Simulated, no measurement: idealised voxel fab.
The following process module bears the name voxel gate over fins.
We display cut, a cross-section 300 nm in width whose square cells are each 5 nm.
Cross-section = grid of square cells, listed top down in bands; band = one or more rows. Look at the band entry: it leads with the top's height and the bottom's height in nm. Then it lists the materials left to right, with a width in nm for each. The word "everywhere" on a single material says that material fills the band edge to edge. The word "blank" is empty space. Height reference: 0 = level under which incoming wafer is all one material. Lowest band: no bottom, runs on downward, e.g. "z 0 and below". Width "30->40": first value at the band's top row of cells, second value at its bottom row, equal change from row to row. Take "identical to before" at face value: in the step it is given for, the cross-section changed in none of its cells. "Enclosed void entries" lists enclosed empty spaces (at least 8 cells, no open path upward to the top), each as width x height at distance from the left edge, in nm. Post-settings text on a step line: simulator's own remark regarding the step. For masked steps, "overlay nm" on the step line gives how far right of plan the mask actually lay; a minus sign means it lay to the left.

**Listed below are the process steps as planned**
1: RECEIVE (material Si)
2: CONFORMAL_DEP (material SiN; thk nm 5)
3: DIRECTIONAL_DEP (material aC; thk nm 10)
4: PATTERN (tone cover; mask id FINS; material resist; width nm 15; pitch nm 40; thk nm 30; overlay nm 0)
5: DIRECTIONAL_ETCH (etch materials aC; depth nm 10)
6: STRIP (etch materials resist)
7: DIRECTIONAL_ETCH (etch materials SiN; depth nm 5)
8: DIRECTIONAL_ETCH (etch materials Si; depth nm 30)
9: STRIP (etch materials aC)
10: OXIDIZE (depth nm 5)
11: FILL_DEP (material SiO2; thk nm 10)
12: CMP (height nm 5)
13: SELECTIVE_ETCH (etch materials SiO2; depth nm 20)
14: STRIP (etch materials SiN)
15: CONFORMAL_DEP (material HfO2; thk nm 5)
16: CONFORMAL_DEP (material TiN; thk nm 5)
17: CONFORMAL_DEP (material TiAl; thk nm 5)
18: CONFORMAL_DEP (material TiN; thk nm 5)
19: FILL_DEP (material W; thk nm 15)
20: CMP (height nm 30)
21: CONFORMAL_DEP (material SiCN; thk nm 5)

**Shown in cross-section is the wafer as received, that is, as it stands after step 1**
> z 0 and below  Si everywhere
> Enclosed void entries: none

**Here's the wafer cut in cross-section after the module, started and planned just like above, except one thing was done wrong in the run**
> z 35 to 30  SiCN everywhere
> z 30 to 20  W everywhere
> z 20 to 15  TiN everywhere
> z 15 to 10  TiAl everywhere
> z 10 to 5  TiN (105), then TiAl (5), then TiN (35), then TiAl (5), then TiN (35), then TiAl (5), then TiN (110)
> z 5 to 0  HfO2 (100), then TiN (5), then TiAl (5), then TiN (5), then HfO2 (25), then TiN (5), then TiAl (5), then TiN (5), then HfO2 (25), then TiN (5), then TiAl (5), then TiN (5), then HfO2 (105)
> z 0 to -5  Si (95), then HfO2 (5), then TiN (5), then TiAl (5), then TiN (5), then HfO2 (5), then Si (15), then HfO2 (5), then TiN (5), then TiAl (5), then TiN (5), then HfO2 (5), then Si (15), then HfO2 (5), then TiN (5), then TiAl (5), then TiN (5), then HfO2 (5), then Si (100)
> z -5 to -10  Si (95), then HfO2 (5), then TiN (15), then HfO2 (5), then Si (15), then HfO2 (5), then TiN (15), then HfO2 (5), then Si (15), then HfO2 (5), then TiN (15), then HfO2 (5), then Si (100)
> z -10 to -15  Si (95), then HfO2 (25), then Si (15), then HfO2 (25), then Si (15), then HfO2 (25), then Si (100)
> z -15 to -35  Si (95), then SiO2 (25), then Si (15), then SiO2 (25), then Si (15), then SiO2 (25), then Si (100)
> z -35 and below  Si everywhere
> Enclosed void entries: none
Heads up, the wafer didn't run the way we planned it: step 4 was run on a setting that differed from the plan, and what really ran there is PATTERN (tone open; mask id FINS; material resist; width nm 15; pitch nm 40; thk nm 30; overlay nm 0)
